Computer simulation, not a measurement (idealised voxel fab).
Process module, titled voxel trench capacitor
In the cross-section labelled cut, the width is 140 nm and each square cell is 5 nm.
Cross-section format: a grid of square cells, given as bands from top to bottom; each band is one or more rows of cells.
Top, bottom (nm), then materials left to right with widths (nm); lone material tagged "everywhere" fills the whole band edge to edge; "blank" = empty space.
Ref level 0: as-received wafer is one material below here. Bottom band extends down with no lower bound ("from 0 down").
Width "30->40": first value at the band's top row of cells, second value at its bottom row, equal change from row to row.
"nothing was modified", as given for a step, is the statement that not any cell of the cross-section underwent a change during that step.
"Closed internal voids" specifies each empty space that is not open to the top and that occupies no fewer than 8 cells, using the form width x height at distance, the distance measured from the left edge and all three quantities in nm.
Heads up: the bit after the settings on a step's line is the simulator's remark on that step.
The setting "overlay nm" may be written on the line of a step. When the step uses a mask, the value reports how far to the right of the planned place the mask lay, and a negative value reports that it lay to the left.

## Intended process steps
- 1: RECEIVE [material Si]
- 2: CONFORMAL_DEP [material SiN] [thk nm 10]
- 3: DIRECTIONAL_DEP [material aC] [thk nm 10]
- 4: PATTERN [tone open] [mask id TRENCH] [material resist] [width nm 15] [pitch nm 35] [thk nm 25] [overlay nm 0]
- 5: DIRECTIONAL_ETCH [etch materials aC] [depth nm 10]
- 6: STRIP [etch materials resist]
- 7: DIRECTIONAL_ETCH [etch materials SiN] [depth nm 10]
- 8: DIRECTIONAL_ETCH [etch materials Si] [depth nm 25]
- 9: STRIP [etch materials aC]
- 10: CONFORMAL_DEP [material SiO2] [thk nm 5]
- 11: FILL_DEP [material polySi] [thk nm 10]
- 12: CMP [height nm 10]

## This is the cross-section of the wafer as we received it, i.e. after step 1
* from 0 down  Si everywhere
* Closed internal voids: none

## first wafer at the end, as planned
* from 10 to 0  SiN (25), then SiO2 (5), then polySi (5), then SiO2 (5), then SiN (20), then SiO2 (5), then polySi (5), then SiO2 (5), then SiN (20), then SiO2 (5), then polySi (5), then SiO2 (5), then SiN (30)
* from 0 to -20  Si (25), then SiO2 (5), then polySi (5), then SiO2 (5), then Si (20), then SiO2 (5), then polySi (5), then SiO2 (5), then Si (20), then SiO2 (5), then polySi (5), then SiO2 (5), then Si (30)
* from -20 to -25  Si (25), then SiO2 (15), then Si (20), then SiO2 (15), then Si (20), then SiO2 (15), then Si (30)
* from -25 down  Si everywhere
* Closed internal voids: none

## second wafer at the end: like start, like plan, one mistake
* from 10 to 0  SiN (15), then SiO2 (5), then polySi (5), then SiO2 (5), then SiN (20), then SiO2 (5), then polySi (5), then SiO2 (5), then SiN (20), then SiO2 (5), then polySi (5), then SiO2 (5), then SiN (40)
* from 0 to -20  Si (15), then SiO2 (5), then polySi (5), then SiO2 (5), then Si (20), then SiO2 (5), then polySi (5), then SiO2 (5), then Si (20), then SiO2 (5), then polySi (5), then SiO2 (5), then Si (40)
* from -20 to -25  Si (15), then SiO2 (15), then Si (20), then SiO2 (15), then Si (20), then SiO2 (15), then Si (40)
* from -25 down  Si everywhere
* Closed internal voids: none
Want to know what went wrong? step 4 was processed under conditions differing from the plan, specifically as PATTERN [tone open] [mask id TRENCH] [material resist] [width nm 15] [pitch nm 35] [thk nm 25] [overlay nm -10]
At the close, every material occupies the same number of cells on the second wafer as on the first, only in different positions.
